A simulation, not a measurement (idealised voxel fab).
The following is a process module called voxel air gaps.
Section cut is 245 nm wide and gridded with 5 nm square cells.
Notation: cross-section as square-cell grid; stated in bands, top first, going down; one or more cell rows per band.
Look at the band entry: it leads with the top's height and the bottom's height in nm. Then it lists the materials left to right, with a width in nm for each. The word "full width" on a single material says that material fills the band edge to edge. The word "blank" is empty space.
Ref level 0: as-received wafer is one material below here. Bottom band extends down with no lower bound ("top 0, no bottom").
When a width is written as two numbers, as in "30 to 40", the first number is the width in the top row of cells of the band and the second is the width in its bottom row, and the width changes by the same amount from each row to the next.
For the purposes of this document, the phrase "no modification" attached to a step denotes that no cell within the cross-section was modified by that step.
In "Sealed void inventory" the enclosed voids are listed, meaning empty spaces of 8 cells or larger without any opening to the top. The form is width x height at distance, distance from the left edge, units nm.
Where a step's line continues beyond its settings, the continuation is a remark by the simulator itself on that step.
overlay nm: where the mask lay relative to plan, measured to the right, on steps with a mask; negatives go left.

[This section lists the process steps that were planned]
1. RECEIVE [material Si]
2. CONFORMAL_DEP [material SiO2] [thk nm 15]
3. CONFORMAL_DEP [material SiN] [thk nm 5]
4. DIRECTIONAL_DEP [material lowk] [thk nm 30]
5. DIRECTIONAL_DEP [material aC] [thk nm 15]
6. PATTERN [tone open] [mask id LINES] [material resist] [width nm 25] [pitch nm 55] [thk nm 30] [overlay nm 0]
7. DIRECTIONAL_ETCH [etch materials aC] [depth nm 15]
8. STRIP [etch materials resist]
9. DIRECTIONAL_ETCH [etch materials lowk] [depth nm 30]
10. STRIP [etch materials aC]
11. CONFORMAL_DEP [material TiN] [thk nm 5]
12. FILL_DEP [material W] [thk nm 10]
13. CMP [height nm 50]
14. EPI [material Ru] [thk nm 10]
15. SELECTIVE_ETCH [etch materials lowk] [depth nm 40]
16. CONFORMAL_DEP [material SiN] [thk nm 5]

[So this is the incoming wafer in cross-section - it's already been through step 1]
* top 0, no bottom | Si full width
* Sealed void inventory: none

[Result of the module, cross-sectioned: start per above, plan per above, one error in how it was run]
* top 65, bottom 60 | 40 nm blank, then 165 nm SiN, then 40 nm blank
* top 60, bottom 50 | 40 nm blank, then 5 nm SiN, then 45 nm Ru, then 10 nm SiN, then 45 nm Ru, then 10 nm SiN, then 45 nm Ru, then 5 nm SiN, then 40 nm blank
* top 50, bottom 25 | 40 nm blank, then 5 nm SiN, then 10 nm Ru, then 5 nm TiN, then 15 nm W, then 5 nm TiN, then 10 nm Ru, then 10 nm SiN, then 10 nm Ru, then 5 nm TiN, then 15 nm W, then 5 nm TiN, then 10 nm Ru, then 10 nm SiN, then 10 nm Ru, then 5 nm TiN, then 15 nm W, then 5 nm TiN, then 10 nm Ru, then 5 nm SiN, then 40 nm blank
* top 25, bottom 20 | 45 nm SiN, then 10 nm Ru, then 25 nm TiN, then 10 nm Ru, then 10 nm SiN, then 10 nm Ru, then 25 nm TiN, then 10 nm Ru, then 10 nm SiN, then 10 nm Ru, then 25 nm TiN, then 10 nm Ru, then 45 nm SiN
* top 20, bottom 15 | SiN full width
* top 15, bottom 0 | SiO2 full width
* top 0, no bottom | Si full width
* Sealed void inventory: none
What went wrong in running the wafer? steps 14 and 15 of the plan were each performed in the slot designated for the other
